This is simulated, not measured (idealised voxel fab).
process module | voxel fin reveal
cross-section cut | 190 nm wide | cells 5 nm
A cross-section is a grid of square cells, given in bands from the top down. A band is one or more rows of cells.
Each band's line starts with the height of the band's top and of its bottom, in nm. Then come its materials from left to right, each with its width in nm. One material with "throughout" fills the band from edge to edge. "air" is empty space.
Height 0 is the level under which the wafer as received is all one material. The lowest band goes on downwards, as in "0 down".
A width such as "30 to 40" changes by the same amount from each row of cells to the next, from the band's top row to its bottom row.
"no change" after a step means that no cell of the cross-section changed.
closed voids: empty space of 8 cells or more with no open way to the top, each as width x height at its distance from the left edge, in nm
after a step's settings: what the simulator itself notes on the step
overlay nm, on a step with a mask: how far to the right of its planned place the mask lay; to the left if negative
plan
1 op RECEIVE | material Si
2 op CONFORMAL_DEP | material SiN | thk nm 10
3 op DIRECTIONAL_DEP | material aC | thk nm 10
4 op PATTERN | tone cover | mask id FINS | material resist | width nm 15 | pitch nm 40 | thk nm 25 | overlay nm 0
5 op DIRECTIONAL_ETCH | etch materials aC | depth nm 10
6 op STRIP | etch materials resist
7 op DIRECTIONAL_ETCH | etch materials SiN | depth nm 10
8 op DIRECTIONAL_ETCH | etch materials Si | depth nm 30
9 op STRIP | etch materials aC
10 op FILL_DEP | material SiO2 | thk nm 10
11 op CMP | height nm 10
12 op SELECTIVE_ETCH | etch materials SiO2 | depth nm 20
13 op STRIP | etch materials SiN
14 op CONFORMAL_DEP | material SiO2 | thk nm 5
as received, after step 1
  0 down: Si throughout
  closed voids: none
a wafer at the end: this start, this plan, one mistake
  5 to 0: air 60 | aC 25 | air 15 | aC 25 | air 65
  0 to -5: air 60 | aC 5 | Si 15 | aC 5 | air 15 | aC 5 | Si 15 | aC 5 | air 65
  -5 to -10: aC 65 | Si 15 | aC 25 | Si 15 | aC 70
  -10 to -30: SiO2 65 | Si 15 | SiO2 25 | Si 15 | SiO2 70
  -30 down: Si throughout
  closed voids: none
what went wrong: step 14 ran as: op CONFORMAL_DEP | material aC | thk nm 5
